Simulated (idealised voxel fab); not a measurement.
voxel capacitor over wiring: a process module
Shown is cross-section cut, with a width of 240 nm and square cells of size 5 nm.
Notation: cross-section as square-cell grid; stated in bands, top first, going down; one or more cell rows per band. Quick guide to a band line: top height, bottom height (nm) up front; then every material left to right with its width in nm. Only one material and it's marked "all across"? Then it fills the band edge to edge. And "blank" just means empty space. Ref level 0: as-received wafer is one material below here. Bottom band extends down with no lower bound ("z 0 and below"). Think of "30 to 40" as a width that walks from the first number to the second as you go down the band, top row to bottom row, taking equal-sized steps from row to row. Any step labelled "identical to before" changed none of the cells in the cross-section. If an empty space has no open way to the top and is at least 8 cells in size, "Entrapped void list" lists it, written width x height at distance, where distance is measured from the left edge and every value is in nm. Read whatever lies past the settings on a step's line as the simulator's own remark about the step. "overlay nm" on a masked step: distance the mask lay right of its planned place, negative for left. Pairs from here to the end. Each: cross-section before one process step, cross-section after it, the latter only as far down as the lowest band that changed. Under each: the step between, and its settings. Mind that the pairs may be taken from different runs of this module on the same starting wafer; whether a pair continues from the pair above depends on its entry headed "Pre-processing view", and it does only where that entry says so.
## Pre-processing view
> z 85 to 65 | blank (70), then resist (70), then blank (100)
> z 65 to 60 | blank (70), then TiN (70), then blank (100)
> z 60 to 55 | Al2O3 all across
> z 55 to 50 | TiN all across
> z 50 to 45 | SiCN (70), then TiN (15), then SiCN (155)
> z 45 to 40 | Ru all across
> z 40 to 35 | Cu all across
> z 35 to 30 | TiN (70), then Cu (10), then TiN (75), then Cu (10), then TiN (75)
> z 30 to 15 | lowk (65), then TiN (5), then Cu (10), then TiN (5), then lowk (65), then TiN (5), then Cu (10), then TiN (5), then lowk (70)
> z 15 to 10 | SiCN (65), then TiN (20), then SiCN (65), then TiN (20), then SiCN (70)
> z 10 to 0 | SiO2 all across
> z 0 and below | Si all across
> Entrapped void list: none
## Post-Process View
> z 85 to 65 | blank (70), then resist (70), then blank (100)
> z 65 to 60 | blank (70), then TiN (70), then blank (100)
> z 60 to 55 | blank (70), then Al2O3 (70), then blank (100)
> Below 55 it's all the same as before, nothing changed down there.
> Entrapped void list: none
Which operation links the two cross-sections above? DIRECTIONAL_ETCH: etch materials Al2O3, depth nm 5
Pre-processing view: check the pair just above; its after cross-section is our before state.
## Post-Process View
> z 65 to 60 | blank (70), then TiN (70), then blank (100)
> Below 60 it's all the same as before, nothing changed down there.
> Entrapped void list: none
Which operation links the two cross-sections above? STRIP: etch materials resist
Pre-processing view: check the pair just above; its after cross-section is our before state.
## Post-Process View
> z 65 to 60 | blank (70), then TiN (70), then blank (100)
> z 60 to 55 | blank (70), then Al2O3 (70), then blank (100)
> z 55 to 50 | blank (65), then TiN (80), then blank (95)
> Below 50 it's all the same as before, nothing changed down there.
> Entrapped void list: none
Which operation links the two cross-sections above? MASKED_ETCH: tone cover, mask id LOWER_PLATE, width nm 80, etch materials TiN, depth nm 5, overlay nm 0
Pre-processing view: check the pair just above; its after cross-section is our before state.
## Post-Process View
> z 85 to 65 | SiO2 all across
> z 65 to 60 | SiO2 (70), then TiN (70), then SiO2 (100)
> z 60 to 55 | SiO2 (70), then Al2O3 (70), then SiO2 (100)
> z 55 to 50 | SiO2 (65), then TiN (80), then SiO2 (95)
> Below 50 it's all the same as before, nothing changed down there.
> Entrapped void list: none
Which operation links the two cross-sections above? FILL_DEP: material SiO2, thk nm 20
Pre-processing view: check the pair just above; its after cross-section is our before state.
## Post-Process View
> z 80 to 65 | SiO2 all across
> Below 65 it's all the same as before, nothing changed down there.
> Entrapped void list: none
Which operation links the two cross-sections above? CMP: height nm 80
Pre-processing view: check the pair just above; its after cross-section is our before state.
## Post-Process View
> z 100 to 80 | resist (80), then blank (15), then resist (145)
> Below 80 it's all the same as before, nothing changed down there.
> Entrapped void list: none
Which operation links the two cross-sections above? PATTERN: tone open, mask id PLUG_2, material resist, width nm 15, thk nm 20, overlay nm 0
Pre-processing view: check the pair just above; its after cross-section is our before state.
## Post-Process View
> z 100 to 80 | resist (80), then blank (15), then resist (145)
> z 80 to 65 | SiO2 (80), then blank (15), then SiO2 (145)
> Below 65 it's all the same as before, nothing changed down there.
> Entrapped void list: none
Which operation links the two cross-sections above? DIRECTIONAL_ETCH: etch materials SiO2, depth nm 15
Pre-processing view: check the pair just above; its after cross-section is our before state.
## Post-Process View
> z 80 to 65 | SiO2 (80), then blank (15), then SiO2 (145)
> Below 65 it's all the same as before, nothing changed down there.
> Entrapped void list: none
Which operation links the two cross-sections above? STRIP: etch materials resist
Pre-processing view: check the pair just above; its after cross-section is our before state.
## Post-Process View
> z 85 to 80 | TiN (85), then blank (5), then TiN (150)
> z 80 to 70 | SiO2 (80), then TiN (5), then blank (5), then TiN (5), then SiO2 (145)
> z 70 to 60 | SiO2 (80 to 70), then TiN (15 to 70), then SiO2 (145 to 100)
> Below 60 it's all the same as before, nothing changed down there.
> Entrapped void list: none
Which operation links the two cross-sections above? CONFORMAL_DEP: material TiN, thk nm 5
Pre-processing view: check the pair just above; its after cross-section is our before state.
## Post-Process View
> z 90 to 85 | Ru all across
> z 85 to 80 | TiN (85), then Ru (5), then TiN (150)
> z 80 to 70 | SiO2 (80), then TiN (5), then Ru (5), then TiN (5), then SiO2 (145)
> Below 70 it's all the same as before, nothing changed down there.
> Entrapped void list: none
Which operation links the two cross-sections above? FILL_DEP: material Ru, thk nm 5
Pre-processing view: check the pair just above; its after cross-section is our before state.
## Post-Process View
> z 80 to 70 | SiO2 (80), then TiN (5), then Ru (5), then TiN (5), then SiO2 (145)
> Below 70 it's all the same as before, nothing changed down there.
> Entrapped void list: none
Which operation links the two cross-sections above? CMP: height nm 80
Pre-processing view: check the pair just above; its after cross-section is our before state.
## Post-Process View
> z 85 to 80 | SiN all across
> Below 80 it's all the same as before, nothing changed down there.
> Entrapped void list: none
Which operation links the two cross-sections above? CONFORMAL_DEP: material SiN, thk nm 5
## Pre-processing view
> z 30 to 15 | lowk all across
> z 15 to 10 | SiCN all across
> z 10 to 0 | SiO2 all across
> z 0 and below | Si all across
> Entrapped void list: none
## Post-Process View
> z 30 to 15 | lowk (60), then blank (30), then lowk (55), then blank (30), then lowk (65)
> Below 15 it's all the same as before, nothing changed down there.
> Entrapped void list: none
Which operation links the two cross-sections above? MASKED_ETCH: tone open, mask id METAL_1, width nm 30, pitch nm 85, etch materials lowk, depth nm 15, overlay nm 0
Pre-processing view: check the pair just above; its after cross-section is our before state.
## Post-Process View
> z 30 to 15 | lowk (60), then blank (30), then lowk (55), then blank (30), then lowk (65)
> z 15 to 10 | SiCN (65), then blank (20), then SiCN (65), then blank (20), then SiCN (70)
> Below 10 it's all the same as before, nothing changed down there.
> Entrapped void list: none
Which operation links the two cross-sections above? MASKED_ETCH: tone open, mask id METAL_1, width nm 20, pitch nm 85, etch materials SiCN, depth nm 5, overlay nm 0
Pre-processing view: check the pair just above; its after cross-section is our before state.
## Post-Process View
> z 35 to 30 | TiN (65), then blank (20), then TiN (65), then blank (20), then TiN (70)
> z 30 to 20 | lowk (60), then TiN (5), then blank (20), then TiN (5), then lowk (55), then TiN (5), then blank (20), then TiN (5), then lowk (65)
> z 20 to 15 | lowk (60), then TiN (10), then blank (10), then TiN (10), then lowk (55), then TiN (10), then blank (10), then TiN (10), then lowk (65)
> z 15 to 10 | SiCN (65), then TiN (20), then SiCN (65), then TiN (20), then SiCN (70)
> Below 10 it's all the same as before, nothing changed down there.
> Entrapped void list: none
Which operation links the two cross-sections above? CONFORMAL_DEP: material TiN, thk nm 5
Pre-processing view: check the pair just above; its after cross-section is our before state.
## Post-Process View
> z 45 to 35 | Cu all across
> z 35 to 30 | TiN (65), then Cu (20), then TiN (65), then Cu (20), then TiN (70)
> z 30 to 20 | lowk (60), then TiN (5), then Cu (20), then TiN (5), then lowk (55), then TiN (5), then Cu (20), then TiN (5), then lowk (65)
> z 20 to 15 | lowk (60), then TiN (10), then Cu (10), then TiN (10), then lowk (55), then TiN (10), then Cu (10), then TiN (10), then lowk (65)
> Below 15 it's all the same as before, nothing changed down there.
> Entrapped void list: none
Which operation links the two cross-sections above? FILL_DEP: material Cu, thk nm 10
Pre-processing view: check the pair just above; its after cross-section is our before state.
## Post-Process View
> z 30 to 20 | lowk (60), then TiN (5), then Cu (20), then TiN (5), then lowk (55), then TiN (5), then Cu (20), then TiN (5), then lowk (65)
> Below 20 it's all the same as before, nothing changed down there.
> Entrapped void list: none
Which operation links the two cross-sections above? CMP: height nm 30
Pre-processing view: check the pair just above; its after cross-section is our before state.
## Post-Process View
> z 35 to 30 | blank (55), then Ru (40), then blank (45), then Ru (40), then blank (60)
> Below 30 it's all the same as before, nothing changed down there.
> Entrapped void list: none
Which operation links the two cross-sections above? EPI: material Ru, thk nm 5
Pre-processing view: check the pair just above; its after cross-section is our before state.
## Post-Process View
> z 40 to 35 | SiCN all across
> z 35 to 30 | SiCN (55), then Ru (40), then SiCN (45), then Ru (40), then SiCN (60)
> Below 30 it's all the same as before, nothing changed down there.
> Entrapped void list: none
Which operation links the two cross-sections above? FILL_DEP: material SiCN, thk nm 5
Pre-processing view: check the pair just above; its after cross-section is our before state.
## Post-Process View
> z 50 to 40 | SiO2 all across
> Below 40 it's all the same as before, nothing changed down there.
> Entrapped void list: none
Which operation links the two cross-sections above? DIRECTIONAL_DEP: material SiO2, thk nm 10
Pre-processing view: check the pair just above; its after cross-section is our before state.
## Post-Process View
> z 50 to 40 | SiO2 (70), then blank (15), then SiO2 (155)
> Below 40 it's all the same as before, nothing changed down there.
> Entrapped void list: none
Which operation links the two cross-sections above? MASKED_ETCH: tone open, mask id PLUG_1, width nm 15, etch materials SiO2, depth nm 10, overlay nm 0
Pre-processing view: check the pair just above; its after cross-section is our before state.
## Post-Process View
> z 50 to 40 | SiO2 (70), then blank (15), then SiO2 (155)
> z 40 to 35 | SiCN (70), then blank (15), then SiCN (155)
> Below 35 it's all the same as before, nothing changed down there.
> Entrapped void list: none
Which operation links the two cross-sections above? MASKED_ETCH: tone open, mask id PLUG_1, width nm 15, etch materials SiCN, depth nm 5, overlay nm 0
Pre-processing view: check the pair just above; its after cross-section is our before state.
## Post-Process View
> z 55 to 50 | TiN (75), then blank (5), then TiN (160)
> z 50 to 40 | SiO2 (70), then TiN (5), then blank (5), then TiN (5), then SiO2 (155)
> z 40 to 35 | SiCN (70), then TiN (15), then SiCN (155)
> Below 35 it's all the same as before, nothing changed down there.
> Entrapped void list: none
Which operation links the two cross-sections above? CONFORMAL_DEP: material TiN, thk nm 5
Pre-processing view: check the pair just above; its after cross-section is our before state.
## Post-Process View
> z 65 to 55 | Ru all across
> z 55 to 50 | TiN (75), then Ru (5), then TiN (160)
> z 50 to 40 | SiO2 (70), then TiN (5), then Ru (5), then TiN (5), then SiO2 (155)
> Below 40 it's all the same as before, nothing changed down there.
> Entrapped void list: none
Which operation links the two cross-sections above? FILL_DEP: material Ru, thk nm 10
Pre-processing view: check the pair just above; its after cross-section is our before state.
## Post-Process View
> z 50 to 40 | SiO2 (70), then TiN (5), then Ru (5), then TiN (5), then SiO2 (155)
> Below 40 it's all the same as before, nothing changed down there.
> Entrapped void list: none
Which operation links the two cross-sections above? CMP: height nm 50
Pre-processing view: check the pair just above; its after cross-section is our before state.
## Post-Process View
> z 55 to 50 | TiN all across
> Below 50 it's all the same as before, nothing changed down there.
> Entrapped void list: none
Which operation links the two cross-sections above? DIRECTIONAL_DEP: material TiN, thk nm 5
Pre-processing view: check the pair just above; its after cross-section is our before state.
## Post-Process View
> z 60 to 55 | Al2O3 all across
> Below 55 it's all the same as before, nothing changed down there.
> Entrapped void list: none
Which operation links the two cross-sections above? DIRECTIONAL_DEP: material Al2O3, thk nm 5
Pre-processing view: check the pair just above; its after cross-section is our before state.
## Post-Process View
> z 65 to 60 | TiN all across
> Below 60 it's all the same as before, nothing changed down there.
> Entrapped void list: none
Which operation links the two cross-sections above? DIRECTIONAL_DEP: material TiN, thk nm 5
Pre-processing view: check the pair just above; its after cross-section is our before state.
## Post-Process View
> z 85 to 65 | blank (70), then resist (70), then blank (100)
> Below 65 it's all the same as before, nothing changed down there.
> Entrapped void list: none
Which operation links the two cross-sections above? PATTERN: tone cover, mask id UPPER_PLATE, material resist, width nm 70, thk nm 20, overlay nm 0
Pre-processing view: check the pair just above; its after cross-section is our before state.
## Post-Process View
> z 85 to 65 | blank (70), then resist (70), then blank (100)
> z 65 to 60 | blank (70), then TiN (70), then blank (100)
> Below 60 it's all the same as before, nothing changed down there.
> Entrapped void list: none
Which operation links the two cross-sections above? DIRECTIONAL_ETCH: etch materials TiN, depth nm 5
Pre-processing view: check the pair just above; its after cross-section is our before state.
## Post-Process View
> z 85 to 65 | blank (70), then resist (70), then blank (100)
> z 65 to 60 | blank (70), then TiN (70), then blank (100)
> z 60 to 55 | blank (70), then Al2O3 (70), then blank (100)
> Below 55 it's all the same as before, nothing changed down there.
> Entrapped void list: none
Which operation links the two cross-sections above? DIRECTIONAL_ETCH: etch materials Al2O3, depth nm 5
Pre-processing view: check the pair just above; its after cross-section is our before state.
## Post-Process View
> z 65 to 60 | blank (70), then TiN (70), then blank (100)
> Below 60 it's all the same as before, nothing changed down there.
> Entrapped void list: none
Which operation links the two cross-sections above? STRIP: etch materials resist
Pre-processing view: check the pair just above; its after cross-section is our before state.
## Post-Process View
> z 65 to 60 | blank (70), then TiN (70), then blank (100)
> z 60 to 55 | blank (70), then Al2O3 (70), then blank (100)
> z 55 to 50 | blank (65), then TiN (80), then blank (95)
> Below 50 it's all the same as before, nothing changed down there.
> Entrapped void list: none
Which operation links the two cross-sections above? MASKED_ETCH: tone cover, mask id LOWER_PLATE, width nm 80, etch materials TiN, depth nm 5, overlay nm 0
Pre-processing view: check the pair just above; its after cross-section is our before state.
## Post-Process View
> z 85 to 65 | SiO2 all across
> z 65 to 60 | SiO2 (70), then TiN (70), then SiO2 (100)
> z 60 to 55 | SiO2 (70), then Al2O3 (70), then SiO2 (100)
> z 55 to 50 | SiO2 (65), then TiN (80), then SiO2 (95)
> Below 50 it's all the same as before, nothing changed down there.
> Entrapped void list: none
Which operation links the two cross-sections above? FILL_DEP: material SiO2, thk nm 20
Pre-processing view: check the pair just above; its after cross-section is our before state.
## Post-Process View
> z 80 to 65 | SiO2 all across
> Below 65 it's all the same as before, nothing changed down there.
> Entrapped void list: none
Which operation links the two cross-sections above? CMP: height nm 80
Pre-processing view: check the pair just above; its after cross-section is our before state.
## Post-Process View
> z 100 to 80 | resist (80), then blank (15), then resist (145)
> Below 80 it's all the same as before, nothing changed down there.
> Entrapped void list: none
Which operation links the two cross-sections above? PATTERN: tone open, mask id PLUG_2, material resist, width nm 15, thk nm 20, overlay nm 0
Pre-processing view: check the pair just above; its after cross-section is our before state.
## Post-Process View
> z 100 to 80 | resist (80), then blank (15), then resist (145)
> z 80 to 65 | SiO2 (80), then blank (15), then SiO2 (145)
> Below 65 it's all the same as before, nothing changed down there.
> Entrapped void list: none
Which operation links the two cross-sections above? DIRECTIONAL_ETCH: etch materials SiO2, depth nm 15
Pre-processing view: check the pair just above; its after cross-section is our before state.
## Post-Process View
> z 80 to 65 | SiO2 (80), then blank (15), then SiO2 (145)
> Below 65 it's all the same as before, nothing changed down there.
> Entrapped void list: none
Which operation links the two cross-sections above? STRIP: etch materials resist
Pre-processing view: check the pair just above; its after cross-section is our before state.
## Post-Process View
> z 85 to 80 | TiN (85), then blank (5), then TiN (150)
> z 80 to 70 | SiO2 (80), then TiN (5), then blank (5), then TiN (5), then SiO2 (145)
> z 70 to 60 | SiO2 (80 to 70), then TiN (15 to 70), then SiO2 (145 to 100)
> Below 60 it's all the same as before, nothing changed down there.
> Entrapped void list: none
Which operation links the two cross-sections above? CONFORMAL_DEP: material TiN, thk nm 5
Pre-processing view: check the pair just above; its after cross-section is our before state.
## Post-Process View
> z 90 to 85 | Ru all across
> z 85 to 80 | TiN (85), then Ru (5), then TiN (150)
> z 80 to 70 | SiO2 (80), then TiN (5), then Ru (5), then TiN (5), then SiO2 (145)
> Below 70 it's all the same as before, nothing changed down there.
> Entrapped void list: none
Which operation links the two cross-sections above? FILL_DEP: material Ru, thk nm 5
Pre-processing view: check the pair just above; its after cross-section is our before state.
## Post-Process View
> z 80 to 70 | SiO2 (80), then TiN (5), then Ru (5), then TiN (5), then SiO2 (145)
> Below 70 it's all the same as before, nothing changed down there.
> Entrapped void list: none
Which operation links the two cross-sections above? CMP: height nm 80
Pre-processing view: check the pair just above; its after cross-section is our before state.
## Post-Process View
> z 85 to 80 | SiN all across
> Below 80 it's all the same as before, nothing changed down there.
> Entrapped void list: none
Which operation links the two cross-sections above? CONFORMAL_DEP: material SiN, thk nm 5
## Pre-processing view
> z 30 to 15 | lowk all across
> z 15 to 10 | SiCN all across
> z 10 to 0 | SiO2 all across
> z 0 and below | Si all across
> Entrapped void list: none
## Post-Process View
> z 30 to 15 | lowk (55), then blank (20), then lowk (65), then blank (20), then lowk (80)
> Below 15 it's all the same as before, nothing changed down there.
> Entrapped void list: none
Which operation links the two cross-sections above? MASKED_ETCH: tone open, mask id METAL_1, width nm 20, pitch nm 85, etch materials lowk, depth nm 15, overlay nm -10
Pre-processing view: check the pair just above; its after cross-section is our before state.
## Post-Process View
> z 30 to 15 | lowk (55), then blank (20), then lowk (65), then blank (20), then lowk (80)
> z 15 to 10 | SiCN (65), then blank (10), then SiCN (75), then blank (10), then SiCN (80)
> Below 10 it's all the same as before, nothing changed down there.
> Entrapped void list: none
Which operation links the two cross-sections above? MASKED_ETCH: tone open, mask id METAL_1, width nm 20, pitch nm 85, etch materials SiCN, depth nm 5, overlay nm 0
Pre-processing view: check the pair just above; its after cross-section is our before state.
## Post-Process View
> z 35 to 30 | TiN (60), then blank (10), then TiN (75), then blank (10), then TiN (85)
> z 30 to 20 | lowk (55), then TiN (5), then blank (10), then TiN (5), then lowk (65), then TiN (5), then blank (10), then TiN (5), then lowk (80)
> z 20 to 15 | lowk (55), then TiN (20), then lowk (65), then TiN (20), then lowk (80)
> z 15 to 10 | SiCN (65), then TiN (10), then SiCN (75), then TiN (10), then SiCN (80)
> Below 10 it's all the same as before, nothing changed down there.
> Entrapped void list: none
Which operation links the two cross-sections above? CONFORMAL_DEP: material TiN, thk nm 5
Pre-processing view: check the pair just above; its after cross-section is our before state.
## Post-Process View
> z 45 to 35 | Cu all across
> z 35 to 30 | TiN (60), then Cu (10), then TiN (75), then Cu (10), then TiN (85)
> z 30 to 20 | lowk (55), then TiN (5), then Cu (10), then TiN (5), then lowk (65), then TiN (5), then Cu (10), then TiN (5), then lowk (80)
> Below 20 it's all the same as before, nothing changed down there.
> Entrapped void list: none
Which operation links the two cross-sections above? FILL_DEP: material Cu, thk nm 10
Pre-processing view: check the pair just above; its after cross-section is our before state.
## Post-Process View
> z 30 to 20 | lowk (55), then TiN (5), then Cu (10), then TiN (5), then lowk (65), then TiN (5), then Cu (10), then TiN (5), then lowk (80)
> Below 20 it's all the same as before, nothing changed down there.
> Entrapped void list: none
Which operation links the two cross-sections above? CMP: height nm 30
Pre-processing view: check the pair just above; its after cross-section is our before state.
## Post-Process View
> z 35 to 30 | blank (50), then Ru (30), then blank (55), then Ru (30), then blank (75)
> Below 30 it's all the same as before, nothing changed down there.
> Entrapped void list: none
Which operation links the two cross-sections above? EPI: material Ru, thk nm 5
Pre-processing view: check the pair just above; its after cross-section is our before state.
## Post-Process View
> z 40 to 35 | SiCN all across
> z 35 to 30 | SiCN (50), then Ru (30), then SiCN (55), then Ru (30), then SiCN (75)
> Below 30 it's all the same as before, nothing changed down there.
> Entrapped void list: none
Which operation links the two cross-sections above? FILL_DEP: material SiCN, thk nm 5
Pre-processing view: check the pair just above; its after cross-section is our before state.
## Post-Process View
> z 50 to 40 | SiO2 all across
> Below 40 it's all the same as before, nothing changed down there.
> Entrapped void list: none
Which operation links the two cross-sections above? DIRECTIONAL_DEP: material SiO2, thk nm 10
Pre-processing view: check the pair just above; its after cross-section is our before state.
## Post-Process View
> z 50 to 40 | SiO2 (70), then blank (15), then SiO2 (155)
> Below 40 it's all the same as before, nothing changed down there.
> Entrapped void list: none
Which operation links the two cross-sections above? MASKED_ETCH: tone open, mask id PLUG_1, width nm 15, etch materials SiO2, depth nm 10, overlay nm 0
Pre-processing view: check the pair just above; its after cross-section is our before state.
## Post-Process View
> z 50 to 40 | SiO2 (70), then blank (15), then SiO2 (155)
> z 40 to 35 | SiCN (70), then blank (15), then SiCN (155)
> Below 35 it's all the same as before, nothing changed down there.
> Entrapped void list: none
Which operation links the two cross-sections above? MASKED_ETCH: tone open, mask id PLUG_1, width nm 15, etch materials SiCN, depth nm 5, overlay nm 0
Pre-processing view: check the pair just above; its after cross-section is our before state.
## Post-Process View
> z 55 to 50 | TiN (75), then blank (5), then TiN (160)
> z 50 to 40 | SiO2 (70), then TiN (5), then blank (5), then TiN (5), then SiO2 (155)
> z 40 to 35 | SiCN (70), then TiN (15), then SiCN (155)
> Below 35 it's all the same as before, nothing changed down there.
> Entrapped void list: none
Which operation links the two cross-sections above? CONFORMAL_DEP: material TiN, thk nm 5
Pre-processing view: check the pair just above; its after cross-section is our before state.
## Post-Process View
> z 65 to 55 | Ru all across
> z 55 to 50 | TiN (75), then Ru (5), then TiN (160)
> z 50 to 40 | SiO2 (70), then TiN (5), then Ru (5), then TiN (5), then SiO2 (155)
> Below 40 it's all the same as before, nothing changed down there.
> Entrapped void list: none
Which operation links the two cross-sections above? FILL_DEP: material Ru, thk nm 10
Pre-processing view: check the pair just above; its after cross-section is our before state.
## Post-Process View
> z 50 to 40 | SiO2 (70), then TiN (5), then Ru (5), then TiN (5), then SiO2 (155)
> Below 40 it's all the same as before, nothing changed down there.
> Entrapped void list: none
Which operation links the two cross-sections above? CMP: height nm 50
Pre-processing view: check the pair just above; its after cross-section is our before state.
## Post-Process View
> z 55 to 50 | TiN all across
> Below 50 it's all the same as before, nothing changed down there.
> Entrapped void list: none
Which operation links the two cross-sections above? DIRECTIONAL_DEP: material TiN, thk nm 5
Pre-processing view: check the pair just above; its after cross-section is our before state.
## Post-Process View
> z 60 to 55 | Al2O3 all across
> Below 55 it's all the same as before, nothing changed down there.
> Entrapped void list: none
Which operation links the two cross-sections above? DIRECTIONAL_DEP: material Al2O3, thk nm 5
Pre-processing view: check the pair just above; its after cross-section is our before state.
## Post-Process View
> z 65 to 60 | TiN all across
> Below 60 it's all the same as before, nothing changed down there.
> Entrapped void list: none
Which operation links the two cross-sections above? DIRECTIONAL_DEP: material TiN, thk nm 5
Pre-processing view: check the pair just above; its after cross-section is our before state.
## Post-Process View
> z 85 to 65 | blank (70), then resist (70), then blank (100)
> Below 65 it's all the same as before, nothing changed down there.
> Entrapped void list: none
Which operation links the two cross-sections above? PATTERN: tone cover, mask id UPPER_PLATE, material resist, width nm 70, thk nm 20, overlay nm 0
Pre-processing view: check the pair just above; its after cross-section is our before state.
## Post-Process View
> z 85 to 65 | blank (70), then resist (70), then blank (100)
> z 65 to 60 | blank (70), then TiN (70), then blank (100)
> Below 60 it's all the same as before, nothing changed down there.
> Entrapped void list: none
Which operation links the two cross-sections above? DIRECTIONAL_ETCH: etch materials TiN, depth nm 5
Pre-processing view: check the pair just above; its after cross-section is our before state.
## Post-Process View
> z 85 to 65 | blank (70), then resist (70), then blank (100)
> z 65 to 60 | blank (70), then TiN (70), then blank (100)
> z 60 to 55 | blank (70), then Al2O3 (70), then blank (100)
> Below 55 it's all the same as before, nothing changed down there.
> Entrapped void list: none
Which operation links the two cross-sections above? DIRECTIONAL_ETCH: etch materials Al2O3, depth nm 5
Pre-processing view: check the pair just above; its after cross-section is our before state.
## Post-Process View
> z 65 to 60 | blank (70), then TiN (70), then blank (100)
> Below 60 it's all the same as before, nothing changed down there.
> Entrapped void list: none
Which operation links the two cross-sections above? STRIP: etch materials resist
Pre-processing view: check the pair just above; its after cross-section is our before state.
## Post-Process View
> z 65 to 60 | blank (70), then TiN (70), then blank (100)
> z 60 to 55 | blank (70), then Al2O3 (70), then blank (100)
> z 55 to 50 | blank (65), then TiN (80), then blank (95)
> Below 50 it's all the same as before, nothing changed down there.
> Entrapped void list: none
Which operation links the two cross-sections above? MASKED_ETCH: tone cover, mask id LOWER_PLATE, width nm 80, etch materials TiN, depth nm 5, overlay nm 0
Pre-processing view: check the pair just above; its after cross-section is our before state.
## Post-Process View
> z 85 to 65 | SiO2 all across
> z 65 to 60 | SiO2 (70), then TiN (70), then SiO2 (100)
> z 60 to 55 | SiO2 (70), then Al2O3 (70), then SiO2 (100)
> z 55 to 50 | SiO2 (65), then TiN (80), then SiO2 (95)
> Below 50 it's all the same as before, nothing changed down there.
> Entrapped void list: none
Which operation links the two cross-sections above? FILL_DEP: material SiO2, thk nm 20
Pre-processing view: check the pair just above; its after cross-section is our before state.
## Post-Process View
> z 80 to 65 | SiO2 all across
> Below 65 it's all the same as before, nothing changed down there.
> Entrapped void list: none
Which operation links the two cross-sections above? CMP: height nm 80
Pre-processing view: check the pair just above; its after cross-section is our before state.
## Post-Process View
> z 100 to 80 | resist (80), then blank (15), then resist (145)
> Below 80 it's all the same as before, nothing changed down there.
> Entrapped void list: none
Which operation links the two cross-sections above? PATTERN: tone open, mask id PLUG_2, material resist, width nm 15, thk nm 20, overlay nm 0
Pre-processing view: check the pair just above; its after cross-section is our before state.
## Post-Process View
> z 100 to 80 | resist (80), then blank (15), then resist (145)
> z 80 to 65 | SiO2 (80), then blank (15), then SiO2 (145)
> Below 65 it's all the same as before, nothing changed down there.
> Entrapped void list: none
Which operation links the two cross-sections above? DIRECTIONAL_ETCH: etch materials SiO2, depth nm 15
Pre-processing view: check the pair just above; its after cross-section is our before state.
## Post-Process View
> z 80 to 65 | SiO2 (80), then blank (15), then SiO2 (145)
> Below 65 it's all the same as before, nothing changed down there.
> Entrapped void list: none
Which operation links the two cross-sections above? STRIP: etch materials resist
Pre-processing view: check the pair just above; its after cross-section is our before state.
## Post-Process View
> z 85 to 80 | TiN (85), then blank (5), then TiN (150)
> z 80 to 70 | SiO2 (80), then TiN (5), then blank (5), then TiN (5), then SiO2 (145)
> z 70 to 60 | SiO2 (80 to 70), then TiN (15 to 70), then SiO2 (145 to 100)
> Below 60 it's all the same as before, nothing changed down there.
> Entrapped void list: none
Which operation links the two cross-sections above? CONFORMAL_DEP: material TiN, thk nm 5
Pre-processing view: check the pair just above; its after cross-section is our before state.
## Post-Process View
> z 90 to 85 | Ru all across
> z 85 to 80 | TiN (85), then Ru (5), then TiN (150)
> z 80 to 70 | SiO2 (80), then TiN (5), then Ru (5), then TiN (5), then SiO2 (145)
> Below 70 it's all the same as before, nothing changed down there.
> Entrapped void list: none
Which operation links the two cross-sections above? FILL_DEP: material Ru, thk nm 5
Pre-processing view: check the pair just above; its after cross-section is our before state.
## Post-Process View
> z 80 to 70 | SiO2 (80), then TiN (5), then Ru (5), then TiN (5), then SiO2 (145)
> Below 70 it's all the same as before, nothing changed down there.
> Entrapped void list: none
Which operation links the two cross-sections above? CMP: height nm 80
Pre-processing view: check the pair just above; its after cross-section is our before state.
## Post-Process View
> z 85 to 80 | SiN all across
> Below 80 it's all the same as before, nothing changed down there.
> Entrapped void list: none
Which operation links the two cross-sections above? CONFORMAL_DEP: material SiN, thk nm 5
## Pre-processing view
> z 0 and below | Si all across
> Entrapped void list: none
## Post-Process View
> z 10 to 0 | SiN all across
> Below 0 it's all the same as before, nothing changed down there.
> Entrapped void list: none
Which operation links the two cross-sections above? CONFORMAL_DEP: material SiN, thk nm 10
Pre-processing view: check the pair just above; its after cross-section is our before state.
## Post-Process View
> z 15 to 10 | SiCN all across
> Below 10 it's all the same as before, nothing changed down there.
> Entrapped void list: none
Which operation links the two cross-sections above? CONFORMAL_DEP: material SiCN, thk nm 5
Pre-processing view: check the pair just above; its after cross-section is our before state.
## Post-Process View
> z 30 to 15 | lowk all across
> Below 15 it's all the same as before, nothing changed down there.
> Entrapped void list: none
Which operation links the two cross-sections above? DIRECTIONAL_DEP: material lowk, thk nm 15
Pre-processing view: check the pair just above; its after cross-section is our before state.
## Post-Process View
> z 30 to 15 | lowk (65), then blank (20), then lowk (65), then blank (20), then lowk (70)
> Below 15 it's all the same as before, nothing changed down there.
> Entrapped void list: none
Which operation links the two cross-sections above? MASKED_ETCH: tone open, mask id METAL_1, width nm 20, pitch nm 85, etch materials lowk, depth nm 15, overlay nm 0
Pre-processing view: check the pair just above; its after cross-section is our before state.
## Post-Process View
> z 30 to 15 | lowk (65), then blank (20), then lowk (65), then blank (20), then lowk (70)
> z 15 to 10 | SiCN (65), then blank (20), then SiCN (65), then blank (20), then SiCN (70)
> Below 10 it's all the same as before, nothing changed down there.
> Entrapped void list: none
Which operation links the two cross-sections above? MASKED_ETCH: tone open, mask id METAL_1, width nm 20, pitch nm 85, etch materials SiCN, depth nm 5, overlay nm 0
Pre-processing view: check the pair just above; its after cross-section is our before state.
## Post-Process View
> z 35 to 30 | TiN (70), then blank (10), then TiN (75), then blank (10), then TiN (75)
> z 30 to 15 | lowk (65), then TiN (5), then blank (10), then TiN (5), then lowk (65), then TiN (5), then blank (10), then TiN (5), then lowk (70)
> z 15 to 10 | SiCN (65), then TiN (20), then SiCN (65), then TiN (20), then SiCN (70)
> Below 10 it's all the same as before, nothing changed down there.
> Entrapped void list: none
Which operation links the two cross-sections above? CONFORMAL_DEP: material TiN, thk nm 5
Pre-processing view: check the pair just above; its after cross-section is our before state.
## Post-Process View
> z 45 to 35 | Cu all across
> z 35 to 30 | TiN (70), then Cu (10), then TiN (75), then Cu (10), then TiN (75)
> z 30 to 15 | lowk (65), then TiN (5), then Cu (10), then TiN (5), then lowk (65), then TiN (5), then Cu (10), then TiN (5), then lowk (70)
> Below 15 it's all the same as before, nothing changed down there.
> Entrapped void list: none
Which operation links the two cross-sections above? FILL_DEP: material Cu, thk nm 10
Pre-processing view: check the pair just above; its after cross-section is our before state.
## Post-Process View
> z 30 to 15 | lowk (65), then TiN (5), then Cu (10), then TiN (5), then lowk (65), then TiN (5), then Cu (10), then TiN (5), then lowk (70)
> Below 15 it's all the same as before, nothing changed down there.
> Entrapped void list: none
Which operation links the two cross-sections above? CMP: height nm 30
